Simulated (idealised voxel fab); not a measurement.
Name of the process module below: voxel released beams
Each square cell in cross-section cut measures 5 nm, and the section as a whole is 285 nm wide.
For the purposes of this document, a cross-section shall be understood as a grid of square cells, specified as bands listed in top-to-bottom order, each band consisting of one or more rows of cells. Heights first: top, then bottom, in nm. Then materials, left to right, each with a width in nm. "throughout" on a single material: fills the band edge to edge. "air": empty space. It should be noted that heights are counted from 0, beneath which the wafer as supplied is of one material throughout, and that the lowest band possesses no lower boundary but continues downward, as written in "z 0 and below". The expression "30 to 40" gives the width at the extremes of the band, the first number at its top row of cells and the second at its bottom row, with the width changing by equal amounts from each row to the next in between. "left unchanged" (step): cross-section cells unchanged, all of them. Closed-off voids of 8+ cells (no open route to the top) go in "Sealed internal cavities", written width x height at distance from the left edge, in nm. The remark found on a step's line after its settings is issued by the simulator itself and pertains to that step. For masked steps, "overlay nm" on the step line gives how far right of plan the mask actually lay; a minus sign means it lay to the left.

The following list gives the planned process steps:
1) RECEIVE, material Si
2) CONFORMAL_DEP, material SiN, thk nm 10
3) DIRECTIONAL_DEP, material SiO2, thk nm 10
4) MASKED_ETCH, tone open, mask id ANCHOR, width nm 25, etch materials SiO2, depth nm 10, overlay nm 0
5) CONFORMAL_DEP, material polySi, thk nm 10
6) DIRECTIONAL_DEP, material aC, thk nm 15
7) PATTERN, tone cover, mask id BEAM, material resist, width nm 90, thk nm 30, overlay nm 0
8) DIRECTIONAL_ETCH, etch materials aC, depth nm 15
9) STRIP, etch materials resist
10) DIRECTIONAL_ETCH, etch materials polySi, depth nm 10
11) STRIP, etch materials aC
12) STRIP, etch materials SiO2

This is the cross-section of the wafer as we received it, i.e. after step 1:
	z 0 and below | Si throughout
	Sealed internal cavities: none

First of two wafers at the end of the module, shown in cross-section; run carried out as planned:
	z 30 to 20 | air (95); polySi (15); air (5); polySi (70); air (100)
	z 20 to 10 | air (100); polySi (25); air (160)
	z 10 to 0 | SiN throughout
	z 0 and below | Si throughout
	Sealed internal cavities: none

Now the second wafer, cross-sectioned at the end of the module. Nothing different at the start, nothing different in the plan compared with the first, just one mistake when it was actually run:
	z 30 to 20 | air (95); polySi (90); air (100)
	z 20 to 10 | SiN throughout
	z 10 to 0 | SiO2 throughout
	z 0 and below | Si throughout
	Sealed internal cavities: none
Heads up, the wafer didn't run the way we planned it: steps 2 and 3 run out of order (swapped)
Final tally in cells, some materials are higher or lower on the second wafer than on the first: SiO2 +114, polySi -8
